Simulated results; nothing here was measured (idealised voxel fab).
The name of this process module is voxel capacitor over wiring.
Section shown: cut. Width: 155 nm. Cell size: 5 nm, square.
The cross-sections in this document take the form of a grid made of square cells. They are written out as bands, in order from top to bottom. Each band consists of one or more rows of cells. A band entry consists of two parts. The first gives the height of the band's top and the height of its bottom, in nm. The rest lists the band's materials from left to right, each with its width in nm. A single material labelled with the word "full width" fills the band from edge to edge, and the word "air" marks empty space. Height 0 is the level under which the wafer as received is all one material. The lowest band goes on downwards, as in "0..down". A width given as "30->40" starts at the first number in the band's top row and ends at the second number in its bottom row, shifting by an equal amount at every step from row to row. Step note "same as before" = no cross-section cell changed. You'll see "Enclosed void catalog" listing empty spaces that have no way open to the top, as long as they're 8 cells or more; the notation is width x height at distance, where the distance is from the left edge, and all of it is in nm. The remark found on a step's line after its settings is issued by the simulator itself and pertains to that step. overlay nm: on a step with a mask, how far right of its planned place the mask lay; negative means left.

This section lists the process steps that were planned
1 RECEIVE, material Si
2 CONFORMAL_DEP, material SiO2, thk nm 10
3 CONFORMAL_DEP, material SiN, thk nm 5
4 DIRECTIONAL_DEP, material SiO2, thk nm 25
5 DIRECTIONAL_DEP, material aC, thk nm 15
6 PATTERN, tone open, mask id METAL_1, material resist, width nm 20, pitch nm 85, thk nm 30, overlay nm 0
7 DIRECTIONAL_ETCH, etch materials aC, depth nm 15
8 STRIP, etch materials resist
9 DIRECTIONAL_ETCH, etch materials SiO2, depth nm 25
10 DIRECTIONAL_ETCH, etch materials SiN, depth nm 5
11 STRIP, etch materials aC
12 CONFORMAL_DEP, material TiN, thk nm 5
13 FILL_DEP, material Cu, thk nm 5
14 CMP, height nm 40
15 CONFORMAL_DEP, material SiCN, thk nm 5
16 DIRECTIONAL_DEP, material SiO2, thk nm 15
17 DIRECTIONAL_DEP, material aC, thk nm 15
18 PATTERN, tone open, mask id PLUG_1, material resist, width nm 15, thk nm 30, overlay nm 0
19 DIRECTIONAL_ETCH, etch materials aC, depth nm 15
20 STRIP, etch materials resist
21 DIRECTIONAL_ETCH, etch materials SiO2, depth nm 15
22 DIRECTIONAL_ETCH, etch materials SiCN, depth nm 5
23 STRIP, etch materials aC
24 EPI, material Ru, thk nm 10
25 EPI, material Ru, thk nm 10
26 DIRECTIONAL_DEP, material TiN, thk nm 10
27 DIRECTIONAL_DEP, material SiN, thk nm 5
28 DIRECTIONAL_DEP, material TiN, thk nm 5
29 PATTERN, tone cover, mask id UPPER_PLATE, material resist, width nm 70, thk nm 15, overlay nm 0
30 DIRECTIONAL_ETCH, etch materials TiN, depth nm 5
31 DIRECTIONAL_ETCH, etch materials SiN, depth nm 5
32 STRIP, etch materials resist
33 MASKED_ETCH, tone cover, mask id LOWER_PLATE, width nm 80, etch materials TiN, depth nm 10, overlay nm 0
34 FILL_DEP, material SiO2, thk nm 15
35 CMP, height nm 90
36 MASKED_ETCH, tone open, mask id PLUG_2, width nm 15, etch materials SiO2, depth nm 10, overlay nm 0
37 CONFORMAL_DEP, material TiN, thk nm 5
38 FILL_DEP, material Ru, thk nm 10
39 CMP, height nm 90
40 CONFORMAL_DEP, material SiCN, thk nm 5

The first of the two wafers, which ran as planned

The cross-section here shows the wafer as received, i.e. in its state after step 1
- 0..down = Si full width
- Enclosed void catalog: none

Wafer xsec, post step 2
- 10..0 = SiO2 full width
- Rest of section, below 0: as before.

Wafer xsec, post step 3
- 15..10 = SiN full width
- Rest of section, below 10: as before.

Wafer xsec, post step 4
- 40..15 = SiO2 full width
- Rest of section, below 15: as before.

Wafer xsec, post step 5
- 55..40 = aC full width
- Rest of section, below 40: as before.

Wafer xsec, post step 6
- 85..55 = 25 of resist  20 of air  65 of resist  20 of air  25 of resist
- Rest of section, below 55: as before.

Wafer xsec, post step 7
- 70..55 = 25 of resist  20 of air  65 of resist  20 of air  25 of resist
- 55..40 = 25 of aC  20 of air  65 of aC  20 of air  25 of aC
- Rest of section, below 40: as before.

Wafer xsec, post step 8
- 55..40 = 25 of aC  20 of air  65 of aC  20 of air  25 of aC
- Rest of section, below 40: as before.

Wafer xsec, post step 9
- 55..40 = 25 of aC  20 of air  65 of aC  20 of air  25 of aC
- 40..15 = 25 of SiO2  20 of air  65 of SiO2  20 of air  25 of SiO2
- Rest of section, below 15: as before.

Wafer xsec, post step 10
- 55..40 = 25 of aC  20 of air  65 of aC  20 of air  25 of aC
- 40..15 = 25 of SiO2  20 of air  65 of SiO2  20 of air  25 of SiO2
- 15..10 = 25 of SiN  20 of air  65 of SiN  20 of air  25 of SiN
- Rest of section, below 10: as before.

Wafer xsec, post step 11
- 40..15 = 25 of SiO2  20 of air  65 of SiO2  20 of air  25 of SiO2
- Rest of section, below 15: as before.

Wafer xsec, post step 12
- 45..40 = 30 of TiN  10 of air  75 of TiN  10 of air  30 of TiN
- 40..15 = 25 of SiO2  5 of TiN  10 of air  5 of TiN  65 of SiO2  5 of TiN  10 of air  5 of TiN  25 of SiO2
- 15..10 = 25 of SiN  20 of TiN  65 of SiN  20 of TiN  25 of SiN
- Rest of section, below 10: as before.

Wafer xsec, post step 13
- 50..45 = Cu full width
- 45..40 = 30 of TiN  10 of Cu  75 of TiN  10 of Cu  30 of TiN
- 40..15 = 25 of SiO2  5 of TiN  10 of Cu  5 of TiN  65 of SiO2  5 of TiN  10 of Cu  5 of TiN  25 of SiO2
- Rest of section, below 15: as before.

Wafer xsec, post step 14
- 40..15 = 25 of SiO2  5 of TiN  10 of Cu  5 of TiN  65 of SiO2  5 of TiN  10 of Cu  5 of TiN  25 of SiO2
- Rest of section, below 15: as before.

Wafer xsec, post step 15
- 45..40 = SiCN full width
- Rest of section, below 40: as before.

Wafer xsec, post step 16
- 60..45 = SiO2 full width
- Rest of section, below 45: as before.

Wafer xsec, post step 17
- 75..60 = aC full width
- Rest of section, below 60: as before.

Wafer xsec, post step 18
- 105..75 = 30 of resist  15 of air  110 of resist
- Rest of section, below 75: as before.

Wafer xsec, post step 19
- 90..75 = 30 of resist  15 of air  110 of resist
- 75..60 = 30 of aC  15 of air  110 of aC
- Rest of section, below 60: as before.

Wafer xsec, post step 20
- 75..60 = 30 of aC  15 of air  110 of aC
- Rest of section, below 60: as before.

Wafer xsec, post step 21
- 75..60 = 30 of aC  15 of air  110 of aC
- 60..45 = 30 of SiO2  15 of air  110 of SiO2
- Rest of section, below 45: as before.

Wafer xsec, post step 22
- 75..60 = 30 of aC  15 of air  110 of aC
- 60..45 = 30 of SiO2  15 of air  110 of SiO2
- 45..40 = 30 of SiCN  15 of air  110 of SiCN
- Rest of section, below 40: as before.

Wafer xsec, post step 23
- 60..45 = 30 of SiO2  15 of air  110 of SiO2
- Rest of section, below 45: as before.

Wafer xsec, post step 24
- 60..50 = 30 of SiO2  15 of air  110 of SiO2
- 50..45 = 30 of SiO2  15 of Ru  110 of SiO2
- 45..40 = 30 of SiCN  15 of Ru  110 of SiCN
- Rest of section, below 40: as before.

Wafer xsec, post step 25
- 60..45 = 30 of SiO2  15 of Ru  110 of SiO2
- Rest of section, below 45: as before.

Wafer xsec, post step 26
- 70..60 = TiN full width
- Rest of section, below 60: as before.

Wafer xsec, post step 27
- 75..70 = SiN full width
- Rest of section, below 70: as before.

Wafer xsec, post step 28
- 80..75 = TiN full width
- Rest of section, below 75: as before.

Wafer xsec, post step 29
- 95..80 = 30 of air  70 of resist  55 of air
- Rest of section, below 80: as before.

Wafer xsec, post step 30
- 95..80 = 30 of air  70 of resist  55 of air
- 80..75 = 30 of air  70 of TiN  55 of air
- Rest of section, below 75: as before.

Wafer xsec, post step 31
- 95..80 = 30 of air  70 of resist  55 of air
- 80..75 = 30 of air  70 of TiN  55 of air
- 75..70 = 30 of air  70 of SiN  55 of air
- Rest of section, below 70: as before.

Wafer xsec, post step 32
- 80..75 = 30 of air  70 of TiN  55 of air
- Rest of section, below 75: as before.

Wafer xsec, post step 33
- 80..75 = 30 of air  70 of TiN  55 of air
- 75..70 = 30 of air  70 of SiN  55 of air
- 70..60 = 25 of air  80 of TiN  50 of air
- Rest of section, below 60: as before.

Wafer xsec, post step 34
- 95..80 = SiO2 full width
- 80..75 = 30 of SiO2  70 of TiN  55 of SiO2
- 75..70 = 30 of SiO2  70 of SiN  55 of SiO2
- 70..60 = 25 of SiO2  80 of TiN  50 of SiO2
- Rest of section, below 60: as before.

Wafer xsec, post step 35
- 90..80 = SiO2 full width
- Rest of section, below 80: as before.

Wafer xsec, post step 36
- 90..80 = 40 of SiO2  15 of air  100 of SiO2
- Rest of section, below 80: as before.

Wafer xsec, post step 37
- 95..90 = 45 of TiN  5 of air  105 of TiN
- 90..85 = 40 of SiO2  5 of TiN  5 of air  5 of TiN  100 of SiO2
- 85..75 = 40->30 of SiO2  15->70 of TiN  100->55 of SiO2
- Rest of section, below 75: as before.

Wafer xsec, post step 38
- 105..95 = Ru full width
- 95..90 = 45 of TiN  5 of Ru  105 of TiN
- 90..85 = 40 of SiO2  5 of TiN  5 of Ru  5 of TiN  100 of SiO2
- Rest of section, below 85: as before.

Wafer xsec, post step 39
- 90..85 = 40 of SiO2  5 of TiN  5 of Ru  5 of TiN  100 of SiO2
- Rest of section, below 85: as before.

Wafer xsec, post step 40
- 95..90 = SiCN full width
- Rest of section, below 90: as before.

Regarding the second of the two wafers: it shared the first wafer's starting condition and process plan, yet one error occurred during its execution. Its history coincides with that of the first wafer up to and including step 12

Second wafer shown in cross-section at the time step 13 was slated to end
- 50..45 = SiCN full width
- 45..40 = 30 of TiN  10 of SiCN  75 of TiN  10 of SiCN  30 of TiN
- 40..15 = 25 of SiO2  5 of TiN  10 of SiCN  5 of TiN  65 of SiO2  5 of TiN  10 of SiCN  5 of TiN  25 of SiO2
- Rest of section, below 15: as before.

Second wafer shown in cross-section at the time step 14 was slated to end
- 40..15 = 25 of SiO2  5 of TiN  10 of SiCN  5 of TiN  65 of SiO2  5 of TiN  10 of SiCN  5 of TiN  25 of SiO2
- Rest of section, below 15: as before.

Second wafer shown in cross-section at the time step 15 was slated to end
- 45..40 = SiCN full width
- Rest of section, below 40: as before.

Second wafer shown in cross-section at the time step 16 was slated to end
- 60..45 = SiO2 full width
- Rest of section, below 45: as before.

Second wafer shown in cross-section at the time step 17 was slated to end
- 75..60 = aC full width
- Rest of section, below 60: as before.

Second wafer shown in cross-section at the time step 18 was slated to end
- 105..75 = 30 of resist  15 of air  110 of resist
- Rest of section, below 75: as before.

Second wafer shown in cross-section at the time step 19 was slated to end
- 90..75 = 30 of resist  15 of air  110 of resist
- 75..60 = 30 of aC  15 of air  110 of aC
- Rest of section, below 60: as before.

Second wafer shown in cross-section at the time step 20 was slated to end
- 75..60 = 30 of aC  15 of air  110 of aC
- Rest of section, below 60: as before.

Second wafer shown in cross-section at the time step 21 was slated to end
- 75..60 = 30 of aC  15 of air  110 of aC
- 60..45 = 30 of SiO2  15 of air  110 of SiO2
- Rest of section, below 45: as before.

Second wafer shown in cross-section at the time step 22 was slated to end
- 75..60 = 30 of aC  15 of air  110 of aC
- 60..45 = 30 of SiO2  15 of air  110 of SiO2
- 45..40 = 30 of SiCN  15 of air  110 of SiCN
- Rest of section, below 40: as before.

Second wafer shown in cross-section at the time step 23 was slated to end
- 60..45 = 30 of SiO2  15 of air  110 of SiO2
- Rest of section, below 45: as before.

Second wafer shown in cross-section at the time step 24 was slated to end
- 60..50 = 30 of SiO2  15 of air  110 of SiO2
- 50..45 = 30 of SiO2  15 of Ru  110 of SiO2
- 45..40 = 30 of SiCN  15 of Ru  110 of SiCN
- Rest of section, below 40: as before.

Second wafer shown in cross-section at the time step 25 was slated to end
- 60..45 = 30 of SiO2  15 of Ru  110 of SiO2
- Rest of section, below 45: as before.

Second wafer shown in cross-section at the time step 26 was slated to end
- 70..60 = TiN full width
- Rest of section, below 60: as before.

Second wafer shown in cross-section at the time step 27 was slated to end
- 75..70 = SiN full width
- Rest of section, below 70: as before.

Second wafer shown in cross-section at the time step 28 was slated to end
- 80..75 = TiN full width
- Rest of section, below 75: as before.

Second wafer shown in cross-section at the time step 29 was slated to end
- 95..80 = 30 of air  70 of resist  55 of air
- Rest of section, below 80: as before.

Second wafer shown in cross-section at the time step 30 was slated to end
- 95..80 = 30 of air  70 of resist  55 of air
- 80..75 = 30 of air  70 of TiN  55 of air
- Rest of section, below 75: as before.

Second wafer shown in cross-section at the time step 31 was slated to end
- 95..80 = 30 of air  70 of resist  55 of air
- 80..75 = 30 of air  70 of TiN  55 of air
- 75..70 = 30 of air  70 of SiN  55 of air
- Rest of section, below 70: as before.

Second wafer shown in cross-section at the time step 32 was slated to end
- 80..75 = 30 of air  70 of TiN  55 of air
- Rest of section, below 75: as before.

Second wafer shown in cross-section at the time step 33 was slated to end
- 80..75 = 30 of air  70 of TiN  55 of air
- 75..70 = 30 of air  70 of SiN  55 of air
- 70..60 = 25 of air  80 of TiN  50 of air
- Rest of section, below 60: as before.

Second wafer shown in cross-section at the time step 34 was slated to end
- 95..80 = SiO2 full width
- 80..75 = 30 of SiO2  70 of TiN  55 of SiO2
- 75..70 = 30 of SiO2  70 of SiN  55 of SiO2
- 70..60 = 25 of SiO2  80 of TiN  50 of SiO2
- Rest of section, below 60: as before.

Second wafer shown in cross-section at the time step 35 was slated to end
- 90..80 = SiO2 full width
- Rest of section, below 80: as before.

Second wafer shown in cross-section at the time step 36 was slated to end
- 90..80 = 40 of SiO2  15 of air  100 of SiO2
- Rest of section, below 80: as before.

Second wafer shown in cross-section at the time step 37 was slated to end
- 95..90 = 45 of TiN  5 of air  105 of TiN
- 90..85 = 40 of SiO2  5 of TiN  5 of air  5 of TiN  100 of SiO2
- 85..75 = 40->30 of SiO2  15->70 of TiN  100->55 of SiO2
- Rest of section, below 75: as before.

Second wafer shown in cross-section at the time step 38 was slated to end
- 105..95 = Ru full width
- 95..90 = 45 of TiN  5 of Ru  105 of TiN
- 90..85 = 40 of SiO2  5 of TiN  5 of Ru  5 of TiN  100 of SiO2
- Rest of section, below 85: as before.

Second wafer shown in cross-section at the time step 39 was slated to end
- 90..85 = 40 of SiO2  5 of TiN  5 of Ru  5 of TiN  100 of SiO2
- Rest of section, below 85: as before.

Second wafer shown in cross-section at the time step 40 was slated to end
- 95..90 = SiCN full width
- Rest of section, below 90: as before.
What was the processing mistake? step 13 went in with a setting other than planned; the actual run was FILL_DEP, material SiCN, thk nm 5
Final tally in cells, some materials are higher or lower on the second wafer than on the first: Cu -20 | SiCN +20
